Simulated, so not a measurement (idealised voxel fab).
process module | voxel wiring stack
cross-section cut | 180 nm wide | cells 5 nm
A cross-section is a grid of square cells, given in bands from the top down. A band is one or more rows of cells.
Each band's line starts with the height of the band's top and of its bottom, in nm. Then come its materials from left to right, each with its width in nm. One material with "throughout" fills the band from edge to edge. "air" is empty space.
Height 0 is the level under which the wafer as received is all one material. The lowest band goes on downwards, as in "0 down".
A width such as "30 to 40" changes by the same amount from each row of cells to the next, from the band's top row to its bottom row.
"no change" after a step means that no cell of the cross-section changed.
closed voids: empty space of 8 cells or more with no open way to the top, each as width x height at its distance from the left edge, in nm
after a step's settings: what the simulator itself notes on the step
overlay nm, on a step with a mask: how far to the right of its planned place the mask lay; to the left if negative
plan
1 op RECEIVE | material Si
2 op CONFORMAL_DEP | material SiO2 | thk nm 10
3 op DIRECTIONAL_DEP | material TiN | thk nm 5
4 op DIRECTIONAL_DEP | material W | thk nm 25
5 op DIRECTIONAL_DEP | material aC | thk nm 10
6 op PATTERN | tone cover | mask id METAL_1 | material resist | width nm 25 | pitch nm 45 | thk nm 30 | overlay nm 0
7 op DIRECTIONAL_ETCH | etch materials aC | depth nm 10
8 op STRIP | etch materials resist
9 op DIRECTIONAL_ETCH | etch materials W | depth nm 25
10 op DIRECTIONAL_ETCH | etch materials TiN | depth nm 5
11 op STRIP | etch materials aC
12 op CONFORMAL_DEP | material SiN | thk nm 5
13 op FILL_DEP | material lowk | thk nm 10
14 op CMP | height nm 40
15 op CONFORMAL_DEP | material SiCN | thk nm 5
16 op DIRECTIONAL_DEP | material lowk | thk nm 30
17 op DIRECTIONAL_DEP | material aC | thk nm 15
18 op PATTERN | tone open | mask id METAL_2_HOLES | material resist | width nm 15 | pitch nm 45 | thk nm 35 | overlay nm 0
19 op DIRECTIONAL_ETCH | etch materials aC | depth nm 15
20 op STRIP | etch materials resist
21 op DIRECTIONAL_ETCH | etch materials lowk | depth nm 30
22 op STRIP | etch materials aC
23 op DIRECTIONAL_DEP | material aC | thk nm 15
24 op PATTERN | tone open | mask id METAL_2 | material resist | width nm 25 | pitch nm 45 | thk nm 30 | overlay nm 0
25 op DIRECTIONAL_ETCH | etch materials aC | depth nm 15
26 op STRIP | etch materials resist
27 op DIRECTIONAL_ETCH | etch materials lowk | depth nm 20
28 op DIRECTIONAL_ETCH | etch materials SiCN | depth nm 5
29 op STRIP | etch materials aC
30 op CONFORMAL_DEP | material TiN | thk nm 5
31 op FILL_DEP | material Cu | thk nm 5
32 op CMP | height nm 75
33 op CONFORMAL_DEP | material SiCN | thk nm 5
34 op DIRECTIONAL_DEP | material lowk | thk nm 25
35 op DIRECTIONAL_DEP | material aC | thk nm 10
36 op PATTERN | tone open | mask id METAL_3_HOLES | material resist | width nm 15 | thk nm 25 | overlay nm 0
37 op DIRECTIONAL_ETCH | etch materials aC | depth nm 10
38 op STRIP | etch materials resist
39 op DIRECTIONAL_ETCH | etch materials lowk | depth nm 25
40 op STRIP | etch materials aC
41 op PATTERN | tone open | mask id METAL_3 | material resist | width nm 25 | pitch nm 45 | thk nm 20 | overlay nm 0
42 op DIRECTIONAL_ETCH | etch materials lowk | depth nm 15
43 op DIRECTIONAL_ETCH | etch materials SiCN | depth nm 5
44 op STRIP | etch materials resist
45 op CONFORMAL_DEP | material TiN | thk nm 5
46 op FILL_DEP | material Cu | thk nm 10
47 op CMP | height nm 105
48 op CONFORMAL_DEP | material SiCN | thk nm 5
49 op DIRECTIONAL_DEP | material SiO2 | thk nm 25
50 op MASKED_ETCH | tone open | mask id METAL_4_HOLES | width nm 15 | etch materials SiO2 | depth nm 25 | overlay nm 0
51 op DIRECTIONAL_DEP | material aC | thk nm 15
52 op PATTERN | tone open | mask id METAL_4 | material resist | width nm 25 | pitch nm 45 | thk nm 35 | overlay nm 0
53 op DIRECTIONAL_ETCH | etch materials aC | depth nm 15
54 op STRIP | etch materials resist
55 op DIRECTIONAL_ETCH | etch materials SiO2 | depth nm 15
56 op DIRECTIONAL_ETCH | etch materials SiCN | depth nm 5
57 op STRIP | etch materials aC
58 op CONFORMAL_DEP | material TiN | thk nm 5
59 op FILL_DEP | material Cu | thk nm 5
60 op CMP | height nm 135
61 op CONFORMAL_DEP | material SiCN | thk nm 5
as received, after step 1
  0 down: Si throughout
  closed voids: none
first wafer at the end, as planned
  140 to 135: SiCN throughout
  135 to 125: SiO2 55 | TiN 5 | Cu 15 | TiN 5 | SiO2 20 | TiN 5 | Cu 15 | TiN 5 | SiO2 55
  125 to 120: SiO2 55 | TiN 5 | Cu 5 | TiN 15 | SiO2 20 | TiN 25 | SiO2 55
  120 to 110: SiO2 55 | TiN 5 | Cu 5 | TiN 5 | SiO2 110
  110 to 105: SiCN 55 | TiN 15 | SiCN 110
  105 to 95: lowk 55 | TiN 5 | Cu 15 | TiN 5 | lowk 20 | TiN 5 | Cu 15 | TiN 5 | lowk 55
  95 to 90: lowk 55 | TiN 5 | Cu 5 | TiN 15 | lowk 20 | TiN 25 | lowk 55
  90 to 80: lowk 55 | TiN 5 | Cu 5 | TiN 5 | lowk 110
  80 to 75: SiCN 55 | TiN 15 | SiCN 110
  75 to 60: lowk 55 | TiN 5 | Cu 15 | TiN 5 | lowk 20 | TiN 5 | Cu 15 | TiN 5 | lowk 55
  60 to 55: lowk 55 | TiN 5 | Cu 5 | TiN 15 | lowk 20 | TiN 5 | Cu 5 | TiN 15 | lowk 55
  55 to 45: lowk 55 | TiN 5 | Cu 5 | TiN 5 | lowk 30 | TiN 5 | Cu 5 | TiN 5 | lowk 65
  45 to 40: SiCN 55 | TiN 15 | SiCN 30 | TiN 15 | SiCN 65
  40 to 15: lowk 50 | SiN 5 | W 25 | SiN 5 | lowk 10 | SiN 5 | W 25 | SiN 5 | lowk 50
  15 to 10: SiN 55 | TiN 25 | SiN 20 | TiN 25 | SiN 55
  10 to 0: SiO2 throughout
  0 down: Si throughout
  closed voids: none
second wafer at the end: like start, like plan, one mistake
  140 to 135: SiCN throughout
  135 to 125: SiO2 55 | TiN 5 | Cu 15 | TiN 5 | SiO2 20 | TiN 5 | Cu 15 | TiN 5 | SiO2 55
  125 to 120: SiO2 55 | TiN 5 | Cu 5 | TiN 15 | SiO2 20 | TiN 25 | SiO2 55
  120 to 110: SiO2 55 | TiN 5 | Cu 5 | TiN 5 | SiO2 110
  110 to 105: SiCN 55 | TiN 15 | SiCN 110
  105 to 95: lowk 55 | TiN 5 | Cu 15 | TiN 5 | lowk 20 | TiN 5 | Cu 15 | TiN 5 | lowk 55
  95 to 90: lowk 55 | TiN 5 | Cu 5 | TiN 15 | lowk 20 | TiN 25 | lowk 55
  90 to 80: lowk 55 | TiN 5 | Cu 5 | TiN 5 | lowk 110
  80 to 75: SiCN 55 | TiN 15 | SiCN 110
  75 to 70: Cu throughout
  70 to 65: TiN 60 | Cu 15 | TiN 30 | Cu 15 | TiN 60
  65 to 45: lowk 55 | TiN 5 | Cu 15 | TiN 5 | lowk 20 | TiN 5 | Cu 15 | TiN 5 | lowk 55
  45 to 40: SiCN 55 | TiN 25 | SiCN 20 | TiN 25 | SiCN 55
  40 to 15: lowk 50 | SiN 5 | W 25 | SiN 5 | lowk 10 | SiN 5 | W 25 | SiN 5 | lowk 50
  15 to 10: SiN 55 | TiN 25 | SiN 20 | TiN 25 | SiN 55
  10 to 0: SiO2 throughout
  0 down: Si throughout
  closed voids: none
what went wrong: step 16 ran as: op DIRECTIONAL_DEP | material lowk | thk nm 20
at the end the second wafer has, in cells: 42 more of Cu | 4 fewer of SiCN | 22 more of TiN | 60 fewer of lowk
